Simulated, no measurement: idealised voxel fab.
Process module heading - voxel trench capacitor
Section cut is 285 nm wide and gridded with 5 nm square cells.
Cross-section, as written here: a square-cell grid given band by band from the top down, where a band holds one or more rows of cells.
First you get the band's top height and its bottom height, in nm, and then the materials it's made of, left to right, with each width in nm. If you see a single material with "edge to edge", that one covers the band edge to edge. "air" is empty space.
For the purposes of this specification, 0 denotes the height below which the wafer in its as-received condition is composed wholly of one material, and the lowermost band, lacking a lower limit, extends downward without end, as expressed in "0 down".
The expression "30 to 40" gives the width at the extremes of the band, the first number at its top row of cells and the second at its bottom row, with the width changing by equal amounts from each row to the next in between.
Where the words "stayed the same" appear for a step, the cross-section shows no cell changed by that step; every cell remained as before.
Reported under the label "Trapped cavities" are the empty spaces having no open way to the top and comprising 8 cells or more; the notation for each is width x height at distance, in which the distance is measured from the left edge and all three values are in nm.
Post-settings text on a step line: simulator's own remark regarding the step.
overlay nm: where the mask lay relative to plan, measured to the right, on steps with a mask; negatives go left.
# Planned step list for the process
1: RECEIVE | material Si
2: CONFORMAL_DEP | material SiN | thk nm 10
3: PATTERN | tone open | mask id TRENCH | material resist | width nm 20 | pitch nm 50 | thk nm 15 | overlay nm 0
4: DIRECTIONAL_ETCH | etch materials SiN | depth nm 10
5: DIRECTIONAL_ETCH | etch materials Si | depth nm 35
6: STRIP | etch materials resist
7: CONFORMAL_DEP | material SiO2 | thk nm 5
8: FILL_DEP | material polySi | thk nm 5
9: CMP | height nm 10
# First of two wafers, processed according to plan
# Cross-section of the wafer as it came to us, i.e., already through step 1
0 down | Si edge to edge
Trapped cavities: none
# Once step 2 is through, the wafer looks like this in cross-section
10 to 0 | SiN edge to edge
Lower than 0, everything is as it was.
# Once step 3 is through, the wafer looks like this in cross-section
25 to 10 | resist=105  air=20  resist=30  air=20  resist=110
Lower than 10, everything is as it was.
# Once step 4 is through, the wafer looks like this in cross-section
25 to 10 | resist=105  air=20  resist=30  air=20  resist=110
10 to 0 | SiN=105  air=20  SiN=30  air=20  SiN=110
Lower than 0, everything is as it was.
# Once step 5 is through, the wafer looks like this in cross-section
25 to 10 | resist=105  air=20  resist=30  air=20  resist=110
10 to 0 | SiN=105  air=20  SiN=30  air=20  SiN=110
0 to -35 | Si=105  air=20  Si=30  air=20  Si=110
Lower than -35, everything is as it was.
# Once step 6 is through, the wafer looks like this in cross-section
10 to 0 | SiN=105  air=20  SiN=30  air=20  SiN=110
Lower than 0, everything is as it was.
# Once step 7 is through, the wafer looks like this in cross-section
15 to 10 | SiO2=110  air=10  SiO2=40  air=10  SiO2=115
10 to 0 | SiN=105  SiO2=5  air=10  SiO2=5  SiN=30  SiO2=5  air=10  SiO2=5  SiN=110
0 to -30 | Si=105  SiO2=5  air=10  SiO2=5  Si=30  SiO2=5  air=10  SiO2=5  Si=110
-30 to -35 | Si=105  SiO2=20  Si=30  SiO2=20  Si=110
Lower than -35, everything is as it was.
# Once step 8 is through, the wafer looks like this in cross-section
20 to 15 | polySi edge to edge
15 to 10 | SiO2=110  polySi=10  SiO2=40  polySi=10  SiO2=115
10 to 0 | SiN=105  SiO2=5  polySi=10  SiO2=5  SiN=30  SiO2=5  polySi=10  SiO2=5  SiN=110
0 to -30 | Si=105  SiO2=5  polySi=10  SiO2=5  Si=30  SiO2=5  polySi=10  SiO2=5  Si=110
Lower than -30, everything is as it was.
# Once step 9 is through, the wafer looks like this in cross-section
10 to 0 | SiN=105  SiO2=5  polySi=10  SiO2=5  SiN=30  SiO2=5  polySi=10  SiO2=5  SiN=110
Lower than 0, everything is as it was.
# Wafer two of the pair: same origin, same plan, one error during the run; identical to wafer one up to and including step 1
# The second wafer cut through, at the time step 2 was supposed to be finished
5 to 0 | SiN edge to edge
Lower than 0, everything is as it was.
# The second wafer cut through, at the time step 3 was supposed to be finished
20 to 5 | resist=105  air=20  resist=30  air=20  resist=110
Lower than 5, everything is as it was.
# The second wafer cut through, at the time step 4 was supposed to be finished
20 to 5 | resist=105  air=20  resist=30  air=20  resist=110
5 to 0 | SiN=105  air=20  SiN=30  air=20  SiN=110
Lower than 0, everything is as it was.
# The second wafer cut through, at the time step 5 was supposed to be finished
20 to 5 | resist=105  air=20  resist=30  air=20  resist=110
5 to 0 | SiN=105  air=20  SiN=30  air=20  SiN=110
0 to -35 | Si=105  air=20  Si=30  air=20  Si=110
Lower than -35, everything is as it was.
# The second wafer cut through, at the time step 6 was supposed to be finished
5 to 0 | SiN=105  air=20  SiN=30  air=20  SiN=110
Lower than 0, everything is as it was.
# The second wafer cut through, at the time step 7 was supposed to be finished
10 to 5 | SiO2=110  air=10  SiO2=40  air=10  SiO2=115
5 to 0 | SiN=105  SiO2=5  air=10  SiO2=5  SiN=30  SiO2=5  air=10  SiO2=5  SiN=110
0 to -30 | Si=105  SiO2=5  air=10  SiO2=5  Si=30  SiO2=5  air=10  SiO2=5  Si=110
-30 to -35 | Si=105  SiO2=20  Si=30  SiO2=20  Si=110
Lower than -35, everything is as it was.
# The second wafer cut through, at the time step 8 was supposed to be finished
15 to 10 | polySi edge to edge
10 to 5 | SiO2=110  polySi=10  SiO2=40  polySi=10  SiO2=115
5 to 0 | SiN=105  SiO2=5  polySi=10  SiO2=5  SiN=30  SiO2=5  polySi=10  SiO2=5  SiN=110
0 to -30 | Si=105  SiO2=5  polySi=10  SiO2=5  Si=30  SiO2=5  polySi=10  SiO2=5  Si=110
Lower than -30, everything is as it was.
# The second wafer cut through, at the time step 9 was supposed to be finished
10 to 5 | SiO2=110  polySi=10  SiO2=40  polySi=10  SiO2=115
Lower than 5, everything is as it was.
It is concluded that the wafer was processed incorrectly with respect to the plan, in that step 2 did not happen as planned, as run it was CONFORMAL_DEP | material SiN | thk nm 5
The second wafer ends with more or fewer cells of some materials than the first, per final count: -49 SiN; +49 SiO2
